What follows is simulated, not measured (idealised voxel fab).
process module | voxel wiring stack
FYI the section here is cut, 185 nm wide, cells are 5 nm squares.
Reading order for cross-sections: top band down to bottom band. Underlying form: a grid of square cells. Band size: one or more rows of cells. A band entry consists of two parts. The first gives the height of the band's top and the height of its bottom, in nm. The rest lists the band's materials from left to right, each with its width in nm. A single material labelled with the word "everywhere" fills the band from edge to edge, and the word "blank" marks empty space. Heights are reckoned from 0. Under this level, the received wafer is all of one material. The bottommost band is open-ended downward, for example "from 0 down". A width given as "30->40" starts at the first number in the band's top row and ends at the second number in its bottom row, shifting by an equal amount at every step from row to row. "no alteration" -> step changed no cross-section cell. This entry, "Closed empty spaces", enumerates those empty regions of no fewer than 8 cells that possess no open connection to the top. Each region is reported in the form width x height at distance, the distance being taken from the left edge, with all three quantities expressed in nm. after a step's settings: what the simulator itself notes on the step. "overlay nm", when on a step's line for a step with a mask, measures how far to the right of its planned place the mask lay; a negative measure means to the left.
INTENDED PROCESS STEPS
1,RECEIVE,material Si
2,CONFORMAL_DEP,material SiO2,thk nm 10
3,CONFORMAL_DEP,material SiCN,thk nm 5
4,DIRECTIONAL_DEP,material SiO2,thk nm 20
5,PATTERN,tone open,mask id METAL_1,material resist,width nm 25,pitch nm 40,thk nm 15,overlay nm 0
6,DIRECTIONAL_ETCH,etch materials SiO2,depth nm 20
7,DIRECTIONAL_ETCH,etch materials SiCN,depth nm 5
8,STRIP,etch materials resist
9,CONFORMAL_DEP,material TiN,thk nm 5
10,FILL_DEP,material Cu,thk nm 5
11,CMP,height nm 35
12,CONFORMAL_DEP,material SiCN,thk nm 5
13,DIRECTIONAL_DEP,material SiO2,thk nm 30
14,MASKED_ETCH,tone open,mask id METAL_2_HOLES,width nm 15,pitch nm 80,etch materials SiO2,depth nm 30,overlay nm 0
15,MASKED_ETCH,tone open,mask id METAL_2,width nm 15,pitch nm 40,etch materials SiO2,depth nm 20,overlay nm 0
16,MASKED_ETCH,tone open,mask id METAL_2,width nm 25,pitch nm 40,etch materials SiCN,depth nm 5,overlay nm 0
17,CONFORMAL_DEP,material TiN,thk nm 5
18,FILL_DEP,material Cu,thk nm 10
19,CMP,height nm 70
20,CONFORMAL_DEP,material SiN,thk nm 5
Quick note for whoever runs this: the wafers start identical, but the width nm at step 15 isn't the same across them. The plan just shows what the first wafer had.
THIS IS HOW THE FIRST OF SEVERAL WAFERS LOOKED IN CROSS-SECTION WHEN IT ARRIVED, WHICH IS AFTER STEP 1
> from 0 down: Si everywhere
> Closed empty spaces: none
HERE IS THE CROSS-SECTION OF THE FIRST OF SEVERAL WAFERS AT THE END OF THE MODULE, AFTER ITS LAST STEP, STEP 20
> from 75 to 70: SiN everywhere
> from 70 to 55: SiO2=20  TiN=5  Cu=10  TiN=5  SiO2=25  TiN=5  Cu=5  TiN=5  SiO2=20  TiN=5  Cu=10  TiN=5  SiO2=25  TiN=5  Cu=5  TiN=5  SiO2=25
> from 55 to 50: SiO2=20  TiN=5  Cu=5  TiN=10  SiO2=25  TiN=15  SiO2=20  TiN=5  Cu=5  TiN=10  SiO2=25  TiN=15  SiO2=25
> from 50 to 40: SiO2=20  TiN=5  Cu=5  TiN=5  SiO2=65  TiN=5  Cu=5  TiN=5  SiO2=70
> from 40 to 35: SiCN=20  TiN=15  SiCN=65  TiN=15  SiCN=70
> from 35 to 15: SiO2=20  TiN=5  Cu=15  TiN=5  SiO2=15  TiN=5  Cu=15  TiN=5  SiO2=15  TiN=5  Cu=15  TiN=5  SiO2=15  TiN=5  Cu=15  TiN=5  SiO2=20
> from 15 to 10: SiCN=20  TiN=25  SiCN=15  TiN=25  SiCN=15  TiN=25  SiCN=15  TiN=25  SiCN=20
> from 10 to 0: SiO2 everywhere
> from 0 down: Si everywhere
> Closed empty spaces: none
HERE WE CROSS-SECTIONED THE LAST OF THE WAFERS ONCE THE MODULE WAS DONE
> from 75 to 70: SiN everywhere
> from 70 to 55: SiO2=20  TiN=5  Cu=15  TiN=5  SiO2=15  TiN=5  Cu=15  TiN=5  SiO2=15  TiN=5  Cu=15  TiN=5  SiO2=15  TiN=5  Cu=15  TiN=5  SiO2=20
> from 55 to 50: SiO2=20  TiN=5  Cu=5  TiN=15  SiO2=15  TiN=25  SiO2=15  TiN=5  Cu=5  TiN=15  SiO2=15  TiN=25  SiO2=20
> from 50 to 40: SiO2=20  TiN=5  Cu=5  TiN=5  SiO2=65  TiN=5  Cu=5  TiN=5  SiO2=70
> from 40 to 35: SiCN=20  TiN=15  SiCN=65  TiN=15  SiCN=70
> from 35 to 15: SiO2=20  TiN=5  Cu=15  TiN=5  SiO2=15  TiN=5  Cu=15  TiN=5  SiO2=15  TiN=5  Cu=15  TiN=5  SiO2=15  TiN=5  Cu=15  TiN=5  SiO2=20
> from 15 to 10: SiCN=20  TiN=25  SiCN=15  TiN=25  SiCN=15  TiN=25  SiCN=15  TiN=25  SiCN=20
> from 10 to 0: SiO2 everywhere
> from 0 down: Si everywhere
> Closed empty spaces: none
NOTE: THE FOLLOWING TABLE IS ARRANGED BY WAFER, A ROW APIECE. EACH ROW REPORTS THE END-OF-MODULE STATE: PER MATERIAL, CELLS GAINED (+) OR CELLS LOST (-) COMPARED WITH THE WAFER AS RECEIVED; CLOSED VOIDS FOLLOW
width nm 15 | +72 Cu | +48 SiCN | +37 SiN | +296 SiO2 | +102 TiN | Closed empty spaces: none
width nm 20 | +84 Cu | +48 SiCN | +37 SiN | +280 SiO2 | +106 TiN | Closed empty spaces: none
width nm 25 | +90 Cu | +48 SiCN | +37 SiN | +272 SiO2 | +108 TiN | Closed empty spaces: none
